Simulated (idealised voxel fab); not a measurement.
process module | voxel self aligned contacts
cross-section cut | 155 nm wide | cells 5 nm
A cross-section is a grid of square cells, given in bands from the top down. A band is one or more rows of cells.
Each band's line starts with the height of the band's top and of its bottom, in nm. Then come its materials from left to right, each with its width in nm. One material with "throughout" fills the band from edge to edge. "air" is empty space.
Height 0 is the level under which the wafer as received is all one material. The lowest band goes on downwards, as in "0 down".
A width such as "30 to 40" changes by the same amount from each row of cells to the next, from the band's top row to its bottom row.
"no change" after a step means that no cell of the cross-section changed.
closed voids: empty space of 8 cells or more with no open way to the top, each as width x height at its distance from the left edge, in nm
after a step's settings: what the simulator itself notes on the step
overlay nm, on a step with a mask: how far to the right of its planned place the mask lay; to the left if negative
plan
1 op RECEIVE | material Si
2 op OXIDIZE | depth nm 5
3 op DIRECTIONAL_DEP | material polySi | thk nm 20
4 op DIRECTIONAL_DEP | material SiN | thk nm 25
5 op MASKED_ETCH | tone cover | mask id GATE | width nm 35 | pitch nm 75 | etch materials SiN | depth nm 25 | overlay nm 0
6 op MASKED_ETCH | tone cover | mask id GATE | width nm 35 | pitch nm 75 | etch materials polySi | depth nm 20 | overlay nm 0
7 op CONFORMAL_DEP | material SiN | thk nm 10
8 op DIRECTIONAL_ETCH | etch materials SiN | depth nm 10
9 op FILL_DEP | material SiO2 | thk nm 15
10 op CMP | height nm 50
11 op DIRECTIONAL_DEP | material aC | thk nm 10
12 op PATTERN | tone open | mask id CONTACT | material resist | width nm 60 | thk nm 25 | overlay nm 0
13 op DIRECTIONAL_ETCH | etch materials aC | depth nm 10
14 op STRIP | etch materials resist
15 op DIRECTIONAL_ETCH | etch materials SiO2 | depth nm 55
16 op STRIP | etch materials aC
17 op CONFORMAL_DEP | material TiN | thk nm 5
18 op FILL_DEP | material W | thk nm 5
19 op CMP | height nm 50
20 op CONFORMAL_DEP | material SiCN | thk nm 5
as received, after step 1
  0 down: Si throughout
  closed voids: none
first wafer at the end, as planned
  55 to 50: SiCN throughout
  50 to 45: SiO2 45 | TiN 25 | W 10 | TiN 25 | SiO2 50
  45 to 20: SiO2 10 | SiN 55 | TiN 5 | W 10 | TiN 5 | SiN 55 | SiO2 15
  20 to 0: SiO2 10 | SiN 10 | polySi 35 | SiN 10 | TiN 5 | W 10 | TiN 5 | SiN 10 | polySi 35 | SiN 10 | SiO2 15
  0 to -5: SiO2 65 | TiN 20 | SiO2 70
  -5 down: Si throughout
  closed voids: none
second wafer at the end: like start, like plan, one mistake
  55 to 50: SiCN throughout
  50 to 40: SiO2 10 | SiN 55 | TiN 5 | W 10 | TiN 5 | SiN 55 | SiO2 15
  40 to 25: SiO2 10 | SiN 10 | polySi 35 | SiN 10 | TiN 5 | W 10 | TiN 5 | SiN 10 | polySi 35 | SiN 10 | SiO2 15
  25 to 20: SiO2 10 | SiN 10 | polySi 35 | SiN 10 | TiN 20 | SiN 10 | polySi 35 | SiN 10 | SiO2 15
  20 to 0: polySi throughout
  0 to -5: SiO2 throughout
  -5 down: Si throughout
  closed voids: none
what went wrong: step 3 was run twice
at the end the second wafer has, in cells: 66 fewer of SiN | 30 fewer of SiO2 | 18 fewer of TiN | 10 fewer of W | 124 more of polySi
